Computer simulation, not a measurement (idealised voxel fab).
A process module follows: voxel trench capacitor.
Pictured: cross-section cut, 260 nm wide, on a grid of 5 nm square cells.
If you're reading a cross-section in this doc, picture square cells in a grid; it comes to you as bands, top ones listed first down to the bottom, and a band can be one or more rows of cells. Quick guide to a band line: top height, bottom height (nm) up front; then every material left to right with its width in nm. Only one material and it's marked "throughout"? Then it fills the band edge to edge. And "air" just means empty space. A quick word on heights: they are counted from 0, and under that level the wafer as it came to us is one material throughout. The lowest band is different from the rest in having no bottom; it simply continues downward, written as in "z 0 and below". Top row gets the first number, bottom row gets the second, and each row in between changes by the same step: that is how a band width like "30..40" works. "nothing different" for a step: no cell of the cross-section changed in that step. Basically, "Sealed void listing" tells you about the enclosed voids: empty spaces with no open way to the top, 8 cells or bigger, each written width x height at distance, where distance is from the left edge, all in nm. Whatever follows a step's settings on its line is a remark the simulator itself makes about that step. overlay nm: step with mask; distance mask lay right of planned place; negative value = left of planned place.

# Set out below are the planned steps of the process
1) RECEIVE, material Si
2) CONFORMAL_DEP, material SiN, thk nm 10
3) DIRECTIONAL_DEP, material aC, thk nm 15
4) PATTERN, tone open, mask id TRENCH, material resist, width nm 30, pitch nm 60, thk nm 35, overlay nm 0
5) DIRECTIONAL_ETCH, etch materials aC, depth nm 15
6) STRIP, etch materials resist
7) DIRECTIONAL_ETCH, etch materials SiN, depth nm 10
8) DIRECTIONAL_ETCH, etch materials Si, depth nm 40
9) STRIP, etch materials aC
10) CONFORMAL_DEP, material HfO2, thk nm 5
11) CONFORMAL_DEP, material TiN, thk nm 5
12) FILL_DEP, material W, thk nm 10
13) CMP, height nm 10

# Cross-section, incoming material, after step 1
- z 0 and below | Si throughout
- Sealed void listing: none

# Run as planned - first of the two wafers cross-sectioned at the end of the module
- z 10 to 0 | SiN 25 nm | HfO2 5 nm | TiN 5 nm | W 10 nm | TiN 5 nm | HfO2 5 nm | SiN 30 nm | HfO2 5 nm | TiN 5 nm | W 10 nm | TiN 5 nm | HfO2 5 nm | SiN 30 nm | HfO2 5 nm | TiN 5 nm | W 10 nm | TiN 5 nm | HfO2 5 nm | SiN 30 nm | HfO2 5 nm | TiN 5 nm | W 10 nm | TiN 5 nm | HfO2 5 nm | SiN 25 nm
- z 0 to -30 | Si 25 nm | HfO2 5 nm | TiN 5 nm | W 10 nm | TiN 5 nm | HfO2 5 nm | Si 30 nm | HfO2 5 nm | TiN 5 nm | W 10 nm | TiN 5 nm | HfO2 5 nm | Si 30 nm | HfO2 5 nm | TiN 5 nm | W 10 nm | TiN 5 nm | HfO2 5 nm | Si 30 nm | HfO2 5 nm | TiN 5 nm | W 10 nm | TiN 5 nm | HfO2 5 nm | Si 25 nm
- z -30 to -35 | Si 25 nm | HfO2 5 nm | TiN 20 nm | HfO2 5 nm | Si 30 nm | HfO2 5 nm | TiN 20 nm | HfO2 5 nm | Si 30 nm | HfO2 5 nm | TiN 20 nm | HfO2 5 nm | Si 30 nm | HfO2 5 nm | TiN 20 nm | HfO2 5 nm | Si 25 nm
- z -35 to -40 | Si 25 nm | HfO2 30 nm | Si 30 nm | HfO2 30 nm | Si 30 nm | HfO2 30 nm | Si 30 nm | HfO2 30 nm | Si 25 nm
- z -40 and below | Si throughout
- Sealed void listing: none

# Wafer two cross-section, module end. Start and plan unchanged from wafer one; one mistake made during the run
- z 10 to 0 | SiN 25 nm | HfO2 5 nm | TiN 5 nm | SiN 10 nm | TiN 5 nm | HfO2 5 nm | SiN 30 nm | HfO2 5 nm | TiN 5 nm | SiN 10 nm | TiN 5 nm | HfO2 5 nm | SiN 30 nm | HfO2 5 nm | TiN 5 nm | SiN 10 nm | TiN 5 nm | HfO2 5 nm | SiN 30 nm | HfO2 5 nm | TiN 5 nm | SiN 10 nm | TiN 5 nm | HfO2 5 nm | SiN 25 nm
- z 0 to -30 | Si 25 nm | HfO2 5 nm | TiN 5 nm | SiN 10 nm | TiN 5 nm | HfO2 5 nm | Si 30 nm | HfO2 5 nm | TiN 5 nm | SiN 10 nm | TiN 5 nm | HfO2 5 nm | Si 30 nm | HfO2 5 nm | TiN 5 nm | SiN 10 nm | TiN 5 nm | HfO2 5 nm | Si 30 nm | HfO2 5 nm | TiN 5 nm | SiN 10 nm | TiN 5 nm | HfO2 5 nm | Si 25 nm
- z -30 to -35 | Si 25 nm | HfO2 5 nm | TiN 20 nm | HfO2 5 nm | Si 30 nm | HfO2 5 nm | TiN 20 nm | HfO2 5 nm | Si 30 nm | HfO2 5 nm | TiN 20 nm | HfO2 5 nm | Si 30 nm | HfO2 5 nm | TiN 20 nm | HfO2 5 nm | Si 25 nm
- z -35 to -40 | Si 25 nm | HfO2 30 nm | Si 30 nm | HfO2 30 nm | Si 30 nm | HfO2 30 nm | Si 30 nm | HfO2 30 nm | Si 25 nm
- z -40 and below | Si throughout
- Sealed void listing: none
what went wrong: step 12 deviated from plan and actually ran as FILL_DEP, material SiN, thk nm 10
The final cell counts differ between the wafers, with the second having more or fewer of some materials than the first: SiN: 64 more | W: 64 fewer
